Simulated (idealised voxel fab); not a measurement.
Process module, titled voxel transistor to metal
The cross-section on display is named cut; it measures 290 nm wide, and its cells are 5 nm squares.
For the purposes of this document, a cross-section shall be understood as a grid of square cells, specified as bands listed in top-to-bottom order, each band consisting of one or more rows of cells.
Per band: top height and bottom height in nm, followed by the left-to-right materials and their widths in nm; "edge to edge" marks a single material spanning edge to edge, "blank" marks empty space.
Heights from 0 (as-received wafer is one material below). Bottom band endless downward, as "0 and below".
When a width is written as two numbers, as in "30..40", the first number is the width in the top row of cells of the band and the second is the width in its bottom row, and the width changes by the same amount from each row to the next.
"remains unaltered", as given for a step, is the statement that not any cell of the cross-section underwent a change during that step.
Entry "Enclosed cavities" = empty spaces >= 8 cells with no open way to the top; each as width x height at distance, distance from left edge, all nm.
Whatever follows a step's settings on its line is a remark the simulator itself makes about that step.
overlay nm: on a step with a mask, how far right of its planned place the mask lay; negative means left.
[Below is the list of planned process steps]
1. RECEIVE with material Si
2. OXIDIZE with depth nm 5
3. CONFORMAL_DEP with material SiN, thk nm 10
4. PATTERN with tone cover, mask id ACTIVE, material resist, width nm 115, pitch nm 140, thk nm 15, overlay nm 0
5. DIRECTIONAL_ETCH with etch materials SiN, depth nm 10
6. DIRECTIONAL_ETCH with etch materials SiO2, depth nm 5
7. DIRECTIONAL_ETCH with etch materials Si, depth nm 35
8. STRIP with etch materials resist
9. FILL_DEP with material SiO2, thk nm 10
10. CMP with height nm 10
11. SELECTIVE_ETCH with etch materials SiO2, depth nm 10
12. STRIP with etch materials SiN
13. SELECTIVE_ETCH with etch materials SiO2, depth nm 5
14. OXIDIZE with depth nm 5
15. DIRECTIONAL_DEP with material polySi, thk nm 20
16. DIRECTIONAL_DEP with material SiCN, thk nm 15
17. PATTERN with tone cover, mask id GATE, material resist, width nm 25, pitch nm 140, thk nm 15, overlay nm 0
18. DIRECTIONAL_ETCH with etch materials SiCN, depth nm 25
19. DIRECTIONAL_ETCH with etch materials polySi, depth nm 30
20. STRIP with etch materials resist
21. CONFORMAL_DEP with material SiN, thk nm 5
22. DIRECTIONAL_ETCH with etch materials SiN, depth nm 5
23. DIRECTIONAL_ETCH with etch materials SiO2, depth nm 5
24. DIRECTIONAL_ETCH with etch materials Si, depth nm 15
25. EPI with material nSi, thk nm 20
26. FILL_DEP with material SiO2, thk nm 10
27. CMP with height nm 15
28. STRIP with etch materials polySi
29. SELECTIVE_ETCH with etch materials SiO2, depth nm 5
30. CONFORMAL_DEP with material HfO2, thk nm 5
31. CONFORMAL_DEP with material TiN, thk nm 5
32. FILL_DEP with material W, thk nm 10
33. CMP with height nm 10
34. DIRECTIONAL_DEP with material SiO2, thk nm 15
35. MASKED_ETCH with tone open, mask id CONTACT, width nm 15, etch materials SiO2, depth nm 30, overlay nm 0
36. CONFORMAL_DEP with material TiN, thk nm 5
37. FILL_DEP with material Ru, thk nm 5
38. CMP with height nm 25
39. CONFORMAL_DEP with material SiN, thk nm 5
40. DIRECTIONAL_DEP with material SiO2, thk nm 20
41. DIRECTIONAL_DEP with material aC, thk nm 10
42. PATTERN with tone open, mask id METAL_1, material resist, width nm 15, thk nm 30, overlay nm -10
43. DIRECTIONAL_ETCH with etch materials aC, depth nm 10
44. STRIP with etch materials resist
45. DIRECTIONAL_ETCH with etch materials SiO2, depth nm 20
46. DIRECTIONAL_ETCH with etch materials SiN, depth nm 5
47. STRIP with etch materials aC
48. CONFORMAL_DEP with material TiN, thk nm 5
49. FILL_DEP with material Cu, thk nm 5
50. CMP with height nm 50
51. EPI with material Ru, thk nm 5
52. FILL_DEP with material SiCN, thk nm 5
The value of overlay nm given for step 42 in the plan refers to the first wafer; the wafers vary in this setting and are alike at the start.
[First of several wafers, received after step 1, in cross-section]
0 and below = Si edge to edge
Enclosed cavities: none
[Module end state after final step 52: cross-section of the first of several wafers]
60 down to 55 = SiCN edge to edge
55 down to 50 = SiCN=10, Ru=25, SiCN=55, Ru=25, SiCN=35, Ru=25, SiCN=55, Ru=25, SiCN=35
50 down to 30 = SiO2=15, TiN=5, Cu=5, TiN=5, SiO2=65, TiN=5, Cu=5, TiN=5, SiO2=45, TiN=5, Cu=5, TiN=5, SiO2=65, TiN=5, Cu=5, TiN=5, SiO2=40
30 down to 25 = SiN=15, TiN=15, SiN=65, TiN=15, SiN=45, TiN=15, SiN=65, TiN=15, SiN=40
25 down to 15 = SiO2=25, TiN=5, Ru=5, TiN=5, SiO2=65, TiN=5, Ru=5, TiN=5, SiO2=45, TiN=5, Ru=5, TiN=5, SiO2=65, TiN=5, Ru=5, TiN=5, SiO2=30
15 down to 10 = SiO2=25, TiN=15, SiO2=65, TiN=15, SiO2=45, TiN=15, SiO2=65, TiN=15, SiO2=30
10 down to 0 = SiO2=25, TiN=10, nSi=20, SiN=5, HfO2=5, TiN=5, W=5, TiN=5, HfO2=5, SiN=5, nSi=20, TiN=10, SiO2=45, TiN=10, nSi=20, SiN=5, HfO2=5, TiN=5, W=5, TiN=5, HfO2=5, SiN=5, nSi=20, TiN=10, SiO2=30
0 down to -5 = SiO2=25, TiN=10, nSi=20, SiN=5, HfO2=5, TiN=15, HfO2=5, SiN=5, nSi=20, TiN=10, SiO2=45, TiN=10, nSi=20, SiN=5, HfO2=5, TiN=15, HfO2=5, SiN=5, nSi=20, TiN=10, SiO2=30
-5 down to -10 = SiO2=10, nSi=45, HfO2=35, nSi=45, SiO2=15, nSi=45, HfO2=35, nSi=45, SiO2=15
-10 down to -25 = SiO2=15, nSi=40, Si=35, nSi=40, SiO2=25, nSi=40, Si=35, nSi=40, SiO2=20
-25 down to -40 = SiO2=15, Si=115, SiO2=25, Si=115, SiO2=20
-40 and below = Si edge to edge
Enclosed cavities: none
[Sectional view of the last wafer upon completion of the module]
60 down to 55 = SiCN edge to edge
55 down to 50 = SiCN=35, Ru=25, SiCN=55, Ru=25, SiCN=35, Ru=25, SiCN=55, Ru=25, SiCN=10
50 down to 30 = SiO2=40, TiN=5, Cu=5, TiN=5, SiO2=65, TiN=5, Cu=5, TiN=5, SiO2=45, TiN=5, Cu=5, TiN=5, SiO2=65, TiN=5, Cu=5, TiN=5, SiO2=15
30 down to 25 = SiN=40, TiN=15, SiN=65, TiN=15, SiN=45, TiN=15, SiN=65, TiN=15, SiN=15
25 down to 15 = SiO2=25, TiN=5, Ru=5, TiN=5, SiO2=65, TiN=5, Ru=5, TiN=5, SiO2=45, TiN=5, Ru=5, TiN=5, SiO2=65, TiN=5, Ru=5, TiN=5, SiO2=30
15 down to 10 = SiO2=25, TiN=15, SiO2=65, TiN=15, SiO2=45, TiN=15, SiO2=65, TiN=15, SiO2=30
10 down to 0 = SiO2=25, TiN=10, nSi=20, SiN=5, HfO2=5, TiN=5, W=5, TiN=5, HfO2=5, SiN=5, nSi=20, TiN=10, SiO2=45, TiN=10, nSi=20, SiN=5, HfO2=5, TiN=5, W=5, TiN=5, HfO2=5, SiN=5, nSi=20, TiN=10, SiO2=30
0 down to -5 = SiO2=25, TiN=10, nSi=20, SiN=5, HfO2=5, TiN=15, HfO2=5, SiN=5, nSi=20, TiN=10, SiO2=45, TiN=10, nSi=20, SiN=5, HfO2=5, TiN=15, HfO2=5, SiN=5, nSi=20, TiN=10, SiO2=30
-5 down to -10 = SiO2=10, nSi=45, HfO2=35, nSi=45, SiO2=15, nSi=45, HfO2=35, nSi=45, SiO2=15
-10 down to -25 = SiO2=15, nSi=40, Si=35, nSi=40, SiO2=25, nSi=40, Si=35, nSi=40, SiO2=20
-25 down to -40 = SiO2=15, Si=115, SiO2=25, Si=115, SiO2=20
-40 and below = Si edge to edge
Enclosed cavities: none
[Quick key for the table: a row per wafer, taken at the end of the module. For each material it tells you how many cells the wafer gained (+) or lost (-) since it came in, and the closed voids come after]
overlay nm -10; +16 Cu; +26 HfO2; +28 Ru; -284 Si; +96 SiCN; +58 SiN; +462 SiO2; +110 TiN; +4 W; +180 nSi; Enclosed cavities: none
overlay nm -5; +16 Cu; +26 HfO2; +28 Ru; -284 Si; +96 SiCN; +58 SiN; +462 SiO2; +110 TiN; +4 W; +180 nSi; Enclosed cavities: none
overlay nm 0; +16 Cu; +26 HfO2; +28 Ru; -284 Si; +96 SiCN; +58 SiN; +462 SiO2; +110 TiN; +4 W; +180 nSi; Enclosed cavities: none
overlay nm 5; +16 Cu; +26 HfO2; +28 Ru; -284 Si; +96 SiCN; +58 SiN; +462 SiO2; +110 TiN; +4 W; +180 nSi; Enclosed cavities: none
overlay nm 10; +16 Cu; +26 HfO2; +28 Ru; -284 Si; +96 SiCN; +58 SiN; +462 SiO2; +110 TiN; +4 W; +180 nSi; Enclosed cavities: none
overlay nm 15; +16 Cu; +26 HfO2; +28 Ru; -284 Si; +96 SiCN; +58 SiN; +462 SiO2; +110 TiN; +4 W; +180 nSi; Enclosed cavities: none
